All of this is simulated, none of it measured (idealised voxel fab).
Process module, titled voxel ribs on slabs
Square cell edge 5 nm, section width 140 nm, ID cut.
Bands, listed from the top down, are how a cross-section gets written in this document; the cross-section itself is a grid of square cells, and a band is one or more rows of them.
First you get the band's top height and its bottom height, in nm, and then the materials it's made of, left to right, with each width in nm. If you see a single material with "everywhere", that one covers the band edge to edge. "blank" is empty space.
All heights in this document are referenced to 0, defined as the level beneath which the wafer, as received, consists entirely of one material. The lowest band is not bounded below; it extends indefinitely downward and is written in the form "top 0, no bottom".
The two numbers in a width such as "30 to 40" mark its ends across the band: the first belongs to the top row of cells, the second to the bottom row, and from each row to the next the width moves by the same amount.
The designation "nothing was modified", where it is given for a processing step, indicates that no cell of the cross-section was altered in the course of that step.
Listed in "Cavities, sealed": every empty space of 8 or more cells without an open way to the top. Form: width x height at distance, the distance being from the left edge, all in nm.
after a step's settings: what the simulator itself notes on the step
The setting "overlay nm" may be written on the line of a step. When the step uses a mask, the value reports how far to the right of the planned place the mask lay, and a negative value reports that it lay to the left.
## Steps planned for the process
- 1: RECEIVE,material Si
- 2: DIRECTIONAL_DEP,material SiO2,thk nm 20
- 3: DIRECTIONAL_DEP,material SiN,thk nm 15
- 4: DIRECTIONAL_DEP,material aC,thk nm 15
- 5: PATTERN,tone cover,mask id RIB,material resist,width nm 25,thk nm 35,overlay nm 0
- 6: DIRECTIONAL_ETCH,etch materials aC,depth nm 15
- 7: STRIP,etch materials resist
- 8: DIRECTIONAL_ETCH,etch materials SiN,depth nm 10
- 9: STRIP,etch materials aC
- 10: DIRECTIONAL_DEP,material aC,thk nm 10
- 11: PATTERN,tone cover,mask id SLAB,material resist,width nm 75,thk nm 30,overlay nm 0
- 12: DIRECTIONAL_ETCH,etch materials aC,depth nm 10
- 13: STRIP,etch materials resist
- 14: DIRECTIONAL_ETCH,etch materials SiN,depth nm 5
- 15: STRIP,etch materials aC
- 16: FILL_DEP,material SiO2,thk nm 20
- 17: CMP,height nm 50
- 18: DIRECTIONAL_DEP,material W,thk nm 10
- 19: MASKED_ETCH,tone cover,mask id HEATER,width nm 35,etch materials W,depth nm 10,overlay nm 0
- 20: CONFORMAL_DEP,material SiO2,thk nm 10
## Cross-section of the wafer as it came to us, i.e., already through step 1
    top 0, no bottom  Si everywhere
    Cavities, sealed: none
## Cross-section, first of two wafers, end of module, run as planned
    top 70, bottom 60  40 nm blank  55 nm SiO2  45 nm blank
    top 60, bottom 50  50 nm SiO2  35 nm W  55 nm SiO2
    top 50, bottom 35  SiO2 everywhere
    top 35, bottom 25  55 nm SiO2  25 nm SiN  60 nm SiO2
    top 25, bottom 20  30 nm SiO2  75 nm SiN  35 nm SiO2
    top 20, bottom 0  SiO2 everywhere
    top 0, no bottom  Si everywhere
    Cavities, sealed: none
## The second wafer, shown in cross-section after the module: started the same way as the first and given the same plan, yet one mistake crept into how it was run
    top 65, bottom 55  40 nm blank  55 nm SiO2  45 nm blank
    top 55, bottom 45  50 nm SiO2  35 nm W  55 nm SiO2
    top 45, bottom 35  SiO2 everywhere
    top 35, bottom 25  55 nm SiO2  25 nm SiN  60 nm SiO2
    top 25, bottom 20  30 nm SiO2  75 nm SiN  35 nm SiO2
    top 20, bottom 0  SiO2 everywhere
    top 0, no bottom  Si everywhere
    Cavities, sealed: none
What broke from the plan during processing? step 17 ran differently from the plan; actual operation with settings: CMP,height nm 45
Upon completion, the second wafer contains, in terms of cells, a greater or smaller amount of certain materials than the first wafer: SiO2 -28
